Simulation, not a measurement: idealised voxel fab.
The name of this process module is voxel quadruple lines.
Cross-section cut spans 240 nm and uses square cells 5 nm in size.
For the purposes of this document, a cross-section shall be understood as a grid of square cells, specified as bands listed in top-to-bottom order, each band consisting of one or more rows of cells.
Basically the band line says how high the top is and how high the bottom is, in nm, and then what's in it from left to right, every material with its width in nm. Empty space shows up as "empty", and if a single material carries "full width" it runs the full band edge to edge.
Beneath 0, the wafer as received is one material, and that level is where height counting begins. The lowest band goes on downward without a bottom; it is written like "0 and below".
The notation "30->40" denotes a width that varies across the rows of cells in the band, beginning at the first number in the top row, finishing at the second number in the bottom row, and changing by an identical amount from each row to the next.
"stayed the same" after a step means that no cell of the cross-section changed.
You'll see "Closed void inventory" listing empty spaces that have no way open to the top, as long as they're 8 cells or more; the notation is width x height at distance, where the distance is from the left edge, and all of it is in nm.
On a step's line, text after the settings is the simulator commenting on that step.
overlay nm: where the mask lay relative to plan, measured to the right, on steps with a mask; negatives go left.

# So here's the lineup of process steps we planned
step 1: RECEIVE with material Si
step 2: CONFORMAL_DEP with material SiO2, thk nm 5
step 3: DIRECTIONAL_DEP with material W, thk nm 10
step 4: DIRECTIONAL_DEP with material polySi, thk nm 15
step 5: DIRECTIONAL_DEP with material aC, thk nm 20
step 6: PATTERN with tone cover, mask id MANDREL, material resist, width nm 25, pitch nm 80, thk nm 30, overlay nm 0
step 7: DIRECTIONAL_ETCH with etch materials aC, depth nm 20
step 8: STRIP with etch materials resist
step 9: CONFORMAL_DEP with material SiO2, thk nm 15
step 10: DIRECTIONAL_ETCH with etch materials SiO2, depth nm 15
step 11: STRIP with etch materials aC
step 12: DIRECTIONAL_ETCH with etch materials polySi, depth nm 15
step 13: STRIP with etch materials SiO2
step 14: CONFORMAL_DEP with material SiN, thk nm 5
step 15: DIRECTIONAL_ETCH with etch materials SiN, depth nm 5
step 16: STRIP with etch materials polySi
step 17: DIRECTIONAL_ETCH with etch materials W, depth nm 10
step 18: STRIP with etch materials SiN

# Below: the first of two wafers, run as planned

# The cross-section here shows the wafer as received, i.e. in its state after step 1
	0 and below | Si full width
	Closed void inventory: none

# Sectional view: wafer, after step 2
	5 down to 0 | SiO2 full width
	below 0: unchanged

# Sectional view: wafer, after step 3
	15 down to 5 | W full width
	below 5: unchanged

# Sectional view: wafer, after step 4
	30 down to 15 | polySi full width
	below 15: unchanged

# Sectional view: wafer, after step 5
	50 down to 30 | aC full width
	below 30: unchanged

# Sectional view: wafer, after step 6
	80 down to 50 | 65 nm empty, 25 nm resist, 55 nm empty, 25 nm resist, 70 nm empty
	below 50: unchanged

# Sectional view: wafer, after step 7
	60 down to 50 | 65 nm empty, 25 nm resist, 55 nm empty, 25 nm resist, 70 nm empty
	50 down to 30 | 65 nm empty, 25 nm aC, 55 nm empty, 25 nm aC, 70 nm empty
	below 30: unchanged

# Sectional view: wafer, after step 8
	50 down to 30 | 65 nm empty, 25 nm aC, 55 nm empty, 25 nm aC, 70 nm empty
	below 30: unchanged

# Sectional view: wafer, after step 9
	65 down to 50 | 50 nm empty, 55 nm SiO2, 25 nm empty, 55 nm SiO2, 55 nm empty
	50 down to 45 | 50 nm empty, 15 nm SiO2, 25 nm aC, 15 nm SiO2, 25 nm empty, 15 nm SiO2, 25 nm aC, 15 nm SiO2, 55 nm empty
	45 down to 30 | 65 nm SiO2, 25 nm aC, 55 nm SiO2, 25 nm aC, 70 nm SiO2
	below 30: unchanged

# Sectional view: wafer, after step 10
	50 down to 30 | 50 nm empty, 15 nm SiO2, 25 nm aC, 15 nm SiO2, 25 nm empty, 15 nm SiO2, 25 nm aC, 15 nm SiO2, 55 nm empty
	below 30: unchanged

# Sectional view: wafer, after step 11
	50 down to 30 | 50 nm empty, 15 nm SiO2, 25 nm empty, 15 nm SiO2, 25 nm empty, 15 nm SiO2, 25 nm empty, 15 nm SiO2, 55 nm empty
	below 30: unchanged

# Sectional view: wafer, after step 12
	50 down to 30 | 50 nm empty, 15 nm SiO2, 25 nm empty, 15 nm SiO2, 25 nm empty, 15 nm SiO2, 25 nm empty, 15 nm SiO2, 55 nm empty
	30 down to 15 | 50 nm empty, 15 nm polySi, 25 nm empty, 15 nm polySi, 25 nm empty, 15 nm polySi, 25 nm empty, 15 nm polySi, 55 nm empty
	below 15: unchanged

# Sectional view: wafer, after step 13
	30 down to 15 | 50 nm empty, 15 nm polySi, 25 nm empty, 15 nm polySi, 25 nm empty, 15 nm polySi, 25 nm empty, 15 nm polySi, 55 nm empty
	below 15: unchanged

# Sectional view: wafer, after step 14
	35 down to 30 | 45 nm empty, 25 nm SiN, 15 nm empty, 25 nm SiN, 15 nm empty, 25 nm SiN, 15 nm empty, 25 nm SiN, 50 nm empty
	30 down to 20 | 45 nm empty, 5 nm SiN, 15 nm polySi, 5 nm SiN, 15 nm empty, 5 nm SiN, 15 nm polySi, 5 nm SiN, 15 nm empty, 5 nm SiN, 15 nm polySi, 5 nm SiN, 15 nm empty, 5 nm SiN, 15 nm polySi, 5 nm SiN, 50 nm empty
	20 down to 15 | 50 nm SiN, 15 nm polySi, 25 nm SiN, 15 nm polySi, 25 nm SiN, 15 nm polySi, 25 nm SiN, 15 nm polySi, 55 nm SiN
	below 15: unchanged

# Sectional view: wafer, after step 15
	30 down to 15 | 45 nm empty, 5 nm SiN, 15 nm polySi, 5 nm SiN, 15 nm empty, 5 nm SiN, 15 nm polySi, 5 nm SiN, 15 nm empty, 5 nm SiN, 15 nm polySi, 5 nm SiN, 15 nm empty, 5 nm SiN, 15 nm polySi, 5 nm SiN, 50 nm empty
	below 15: unchanged

# Sectional view: wafer, after step 16
	30 down to 15 | 45 nm empty, 5 nm SiN, 15 nm empty, 5 nm SiN, 15 nm empty, 5 nm SiN, 15 nm empty, 5 nm SiN, 15 nm empty, 5 nm SiN, 15 nm empty, 5 nm SiN, 15 nm empty, 5 nm SiN, 15 nm empty, 5 nm SiN, 50 nm empty
	below 15: unchanged

# Sectional view: wafer, after step 17
	30 down to 15 | 45 nm empty, 5 nm SiN, 15 nm empty, 5 nm SiN, 15 nm empty, 5 nm SiN, 15 nm empty, 5 nm SiN, 15 nm empty, 5 nm SiN, 15 nm empty, 5 nm SiN, 15 nm empty, 5 nm SiN, 15 nm empty, 5 nm SiN, 50 nm empty
	15 down to 5 | 45 nm empty, 5 nm W, 15 nm empty, 5 nm W, 15 nm empty, 5 nm W, 15 nm empty, 5 nm W, 15 nm empty, 5 nm W, 15 nm empty, 5 nm W, 15 nm empty, 5 nm W, 15 nm empty, 5 nm W, 50 nm empty
	below 5: unchanged

# Sectional view: wafer, after step 18
	15 down to 5 | 45 nm empty, 5 nm W, 15 nm empty, 5 nm W, 15 nm empty, 5 nm W, 15 nm empty, 5 nm W, 15 nm empty, 5 nm W, 15 nm empty, 5 nm W, 15 nm empty, 5 nm W, 15 nm empty, 5 nm W, 50 nm empty
	below 5: unchanged

# Second wafer. Start and plan as for the first. One mistake made in running. Agrees with the first up to and including step 5

# Second wafer at the planned finish of step 6, seen in cross-section
	80 down to 50 | 55 nm empty, 25 nm resist, 55 nm empty, 25 nm resist, 80 nm empty
	below 50: unchanged

# Second wafer at the planned finish of step 7, seen in cross-section
	60 down to 50 | 55 nm empty, 25 nm resist, 55 nm empty, 25 nm resist, 80 nm empty
	50 down to 30 | 55 nm empty, 25 nm aC, 55 nm empty, 25 nm aC, 80 nm empty
	below 30: unchanged

# Second wafer at the planned finish of step 8, seen in cross-section
	50 down to 30 | 55 nm empty, 25 nm aC, 55 nm empty, 25 nm aC, 80 nm empty
	below 30: unchanged

# Second wafer at the planned finish of step 9, seen in cross-section
	65 down to 50 | 40 nm empty, 55 nm SiO2, 25 nm empty, 55 nm SiO2, 65 nm empty
	50 down to 45 | 40 nm empty, 15 nm SiO2, 25 nm aC, 15 nm SiO2, 25 nm empty, 15 nm SiO2, 25 nm aC, 15 nm SiO2, 65 nm empty
	45 down to 30 | 55 nm SiO2, 25 nm aC, 55 nm SiO2, 25 nm aC, 80 nm SiO2
	below 30: unchanged

# Second wafer at the planned finish of step 10, seen in cross-section
	50 down to 30 | 40 nm empty, 15 nm SiO2, 25 nm aC, 15 nm SiO2, 25 nm empty, 15 nm SiO2, 25 nm aC, 15 nm SiO2, 65 nm empty
	below 30: unchanged

# Second wafer at the planned finish of step 11, seen in cross-section
	50 down to 30 | 40 nm empty, 15 nm SiO2, 25 nm empty, 15 nm SiO2, 25 nm empty, 15 nm SiO2, 25 nm empty, 15 nm SiO2, 65 nm empty
	below 30: unchanged

# Second wafer at the planned finish of step 12, seen in cross-section
	50 down to 30 | 40 nm empty, 15 nm SiO2, 25 nm empty, 15 nm SiO2, 25 nm empty, 15 nm SiO2, 25 nm empty, 15 nm SiO2, 65 nm empty
	30 down to 15 | 40 nm empty, 15 nm polySi, 25 nm empty, 15 nm polySi, 25 nm empty, 15 nm polySi, 25 nm empty, 15 nm polySi, 65 nm empty
	below 15: unchanged

# Second wafer at the planned finish of step 13, seen in cross-section
	30 down to 15 | 40 nm empty, 15 nm polySi, 25 nm empty, 15 nm polySi, 25 nm empty, 15 nm polySi, 25 nm empty, 15 nm polySi, 65 nm empty
	below 15: unchanged

# Second wafer at the planned finish of step 14, seen in cross-section
	35 down to 30 | 35 nm empty, 25 nm SiN, 15 nm empty, 25 nm SiN, 15 nm empty, 25 nm SiN, 15 nm empty, 25 nm SiN, 60 nm empty
	30 down to 20 | 35 nm empty, 5 nm SiN, 15 nm polySi, 5 nm SiN, 15 nm empty, 5 nm SiN, 15 nm polySi, 5 nm SiN, 15 nm empty, 5 nm SiN, 15 nm polySi, 5 nm SiN, 15 nm empty, 5 nm SiN, 15 nm polySi, 5 nm SiN, 60 nm empty
	20 down to 15 | 40 nm SiN, 15 nm polySi, 25 nm SiN, 15 nm polySi, 25 nm SiN, 15 nm polySi, 25 nm SiN, 15 nm polySi, 65 nm SiN
	below 15: unchanged

# Second wafer at the planned finish of step 15, seen in cross-section
	30 down to 15 | 35 nm empty, 5 nm SiN, 15 nm polySi, 5 nm SiN, 15 nm empty, 5 nm SiN, 15 nm polySi, 5 nm SiN, 15 nm empty, 5 nm SiN, 15 nm polySi, 5 nm SiN, 15 nm empty, 5 nm SiN, 15 nm polySi, 5 nm SiN, 60 nm empty
	below 15: unchanged

# Second wafer at the planned finish of step 16, seen in cross-section
	30 down to 15 | 35 nm empty, 5 nm SiN, 15 nm empty, 5 nm SiN, 15 nm empty, 5 nm SiN, 15 nm empty, 5 nm SiN, 15 nm empty, 5 nm SiN, 15 nm empty, 5 nm SiN, 15 nm empty, 5 nm SiN, 15 nm empty, 5 nm SiN, 60 nm empty
	below 15: unchanged

# Second wafer at the planned finish of step 17, seen in cross-section
	30 down to 15 | 35 nm empty, 5 nm SiN, 15 nm empty, 5 nm SiN, 15 nm empty, 5 nm SiN, 15 nm empty, 5 nm SiN, 15 nm empty, 5 nm SiN, 15 nm empty, 5 nm SiN, 15 nm empty, 5 nm SiN, 15 nm empty, 5 nm SiN, 60 nm empty
	15 down to 5 | 35 nm empty, 5 nm W, 15 nm empty, 5 nm W, 15 nm empty, 5 nm W, 15 nm empty, 5 nm W, 15 nm empty, 5 nm W, 15 nm empty, 5 nm W, 15 nm empty, 5 nm W, 15 nm empty, 5 nm W, 60 nm empty
	below 5: unchanged

# Second wafer at the planned finish of step 18, seen in cross-section
	15 down to 5 | 35 nm empty, 5 nm W, 15 nm empty, 5 nm W, 15 nm empty, 5 nm W, 15 nm empty, 5 nm W, 15 nm empty, 5 nm W, 15 nm empty, 5 nm W, 15 nm empty, 5 nm W, 15 nm empty, 5 nm W, 60 nm empty
	below 5: unchanged
So what did we get wrong on this run? step 6 did not use the planned setting and instead ran as PATTERN with tone cover, mask id MANDREL, material resist, width nm 25, pitch nm 80, thk nm 30, overlay nm -10
By the end, you'd get the same cell count for each material on either wafer, but the second wafer puts them somewhere else.
